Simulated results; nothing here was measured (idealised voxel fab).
A process module follows: voxel gate over fins.
Square cell edge 5 nm, section width 245 nm, ID cut.
A cross-section in this document is a grid of square cells, and it is written down as bands, the top band listed before the ones below it; a band is made up of one or more rows of cells.
In this notation a band is specified by the heights of its top and bottom, in that order and in nm, after which its materials appear from left to right, each paired with its width in nm. The word "throughout" attached to a single material means that material fills the band from edge to edge; the word "empty" stands for empty space.
Where do heights start? At 0: under that level the wafer as delivered is made of one material only. And the lowest band has no floor; it just carries on downward, as in "0 down".
A two-number width, for instance "30 to 40", indicates that the width is equal to the first number in the top row of the band and to the second number in the bottom row, and that it changes by a constant amount per row of cells.
"remains unaltered" means the step left every cell of the cross-section as it was.
Closed-off voids of 8+ cells (no open route to the top) go in "Enclosed void list", written width x height at distance from the left edge, in nm.
Note: text after step settings on the step line = simulator remark on that step.
"overlay nm" denotes, for a step that has a mask, the displacement of the mask to the right of its planned place, with negative values corresponding to the left.

This section lists the process steps that were planned:
| 1 | op RECEIVE | material Si |
| 2 | op CONFORMAL_DEP | material SiN | thk nm 10 |
| 3 | op DIRECTIONAL_DEP | material aC | thk nm 10 |
| 4 | op PATTERN | tone cover | mask id FINS | material resist | width nm 15 | pitch nm 55 | thk nm 30 | overlay nm 0 |
| 5 | op DIRECTIONAL_ETCH | etch materials aC | depth nm 10 |
| 6 | op STRIP | etch materials resist |
| 7 | op DIRECTIONAL_ETCH | etch materials SiN | depth nm 10 |
| 8 | op DIRECTIONAL_ETCH | etch materials Si | depth nm 40 |
| 9 | op STRIP | etch materials aC |
| 10 | op OXIDIZE | depth nm 5 |
| 11 | op FILL_DEP | material SiO2 | thk nm 10 |
| 12 | op CMP | height nm 10 |
| 13 | op PATTERN | tone open | mask id RAIL | material resist | width nm 15 | thk nm 15 | overlay nm -15 |
| 14 | op DIRECTIONAL_ETCH | etch materials SiO2 | depth nm 45 |
| 15 | op STRIP | etch materials resist |
| 16 | op CONFORMAL_DEP | material TiN | thk nm 5 |
| 17 | op FILL_DEP | material Ru | thk nm 10 |
| 18 | op CMP | height nm 10 |
| 19 | op SELECTIVE_ETCH | etch materials W Ru TiN | depth nm 30 |
| 20 | op FILL_DEP | material SiO2 | thk nm 5 |
| 21 | op CMP | height nm 10 |
| 22 | op SELECTIVE_ETCH | etch materials SiO2 | depth nm 20 |
| 23 | op STRIP | etch materials SiN |
| 24 | op CONFORMAL_DEP | material HfO2 | thk nm 5 |
| 25 | op CONFORMAL_DEP | material TiN | thk nm 5 |
| 26 | op FILL_DEP | material W | thk nm 15 |
| 27 | op CMP | height nm 20 |
| 28 | op CONFORMAL_DEP | material SiN | thk nm 5 |
The wafers are alike at the start. At step 13, their overlay nm differs. The plan lists the first wafer's value.

Cross-section, first of several wafers, as delivered after step 1:
- 0 down: Si throughout
- Enclosed void list: none

End of the module, past its last step, step 28: how the first of several wafers looks in cross-section:
- 25 to 20: SiN throughout
- 20 to 10: W throughout
- 10 to 5: W 80, then TiN 25, then W 30, then TiN 25, then W 85
- 5 to 0: W 80, then TiN 5, then HfO2 15, then TiN 5, then W 30, then TiN 5, then HfO2 15, then TiN 5, then W 85
- 0 to -5: TiN 85, then HfO2 5, then Si 5, then HfO2 5, then TiN 40, then HfO2 5, then Si 5, then HfO2 5, then TiN 90
- -5 to -10: HfO2 90, then Si 5, then HfO2 50, then Si 5, then HfO2 95
- -10 to -20: SiO2 90, then Si 5, then SiO2 50, then Si 5, then SiO2 95
- -20 to -35: SiO2 90, then Si 5, then SiO2 5, then TiN 10, then SiO2 35, then Si 5, then SiO2 95
- -35 to -45: SiO2 90, then Si 5, then SiO2 50, then Si 5, then SiO2 95
- -45 down: Si throughout
- Enclosed void list: none

The last wafer as seen in cross-section at the end of the module:
- 25 to 20: SiN throughout
- 20 to 10: W throughout
- 10 to 5: W 80, then TiN 25, then W 30, then TiN 25, then W 85
- 5 to 0: W 80, then TiN 5, then HfO2 15, then TiN 5, then W 30, then TiN 5, then HfO2 15, then TiN 5, then W 85
- 0 to -5: TiN 85, then HfO2 5, then Si 5, then HfO2 5, then TiN 40, then HfO2 5, then Si 5, then HfO2 5, then TiN 90
- -5 to -10: HfO2 90, then Si 5, then HfO2 50, then Si 5, then HfO2 95
- -10 to -20: SiO2 90, then Si 5, then SiO2 50, then Si 5, then SiO2 95
- -20 to -30: SiO2 90, then Si 5, then SiO2 30, then TiN 5, then Ru 5, then TiN 5, then SiO2 5, then Si 5, then SiO2 95
- -30 to -35: SiO2 90, then Si 5, then SiO2 30, then TiN 15, then SiO2 5, then Si 5, then SiO2 95
- -35 to -45: SiO2 90, then Si 5, then SiO2 50, then Si 5, then SiO2 95
- -45 down: Si throughout
- Enclosed void list: none

Take any row and you have a wafer at the end of the module: how many cells of each material it has gained (+) or lost (-) since it was received, and then its closed voids:
overlay nm -15; +57 HfO2; -423 Si; +49 SiN; +323 SiO2; +63 TiN; +176 W; Enclosed void list: none
overlay nm -10; +57 HfO2; +2 Ru; -423 Si; +49 SiN; +320 SiO2; +64 TiN; +176 W; Enclosed void list: none
overlay nm -5; +57 HfO2; +2 Ru; -423 Si; +49 SiN; +320 SiO2; +64 TiN; +176 W; Enclosed void list: none
overlay nm 0; +57 HfO2; +2 Ru; -423 Si; +49 SiN; +320 SiO2; +64 TiN; +176 W; Enclosed void list: none
overlay nm 5; +57 HfO2; +2 Ru; -423 Si; +49 SiN; +320 SiO2; +64 TiN; +176 W; Enclosed void list: none
overlay nm 10; +57 HfO2; +2 Ru; -423 Si; +49 SiN; +320 SiO2; +64 TiN; +176 W; Enclosed void list: none
overlay nm 15; +57 HfO2; +2 Ru; -423 Si; +49 SiN; +320 SiO2; +64 TiN; +176 W; Enclosed void list: none
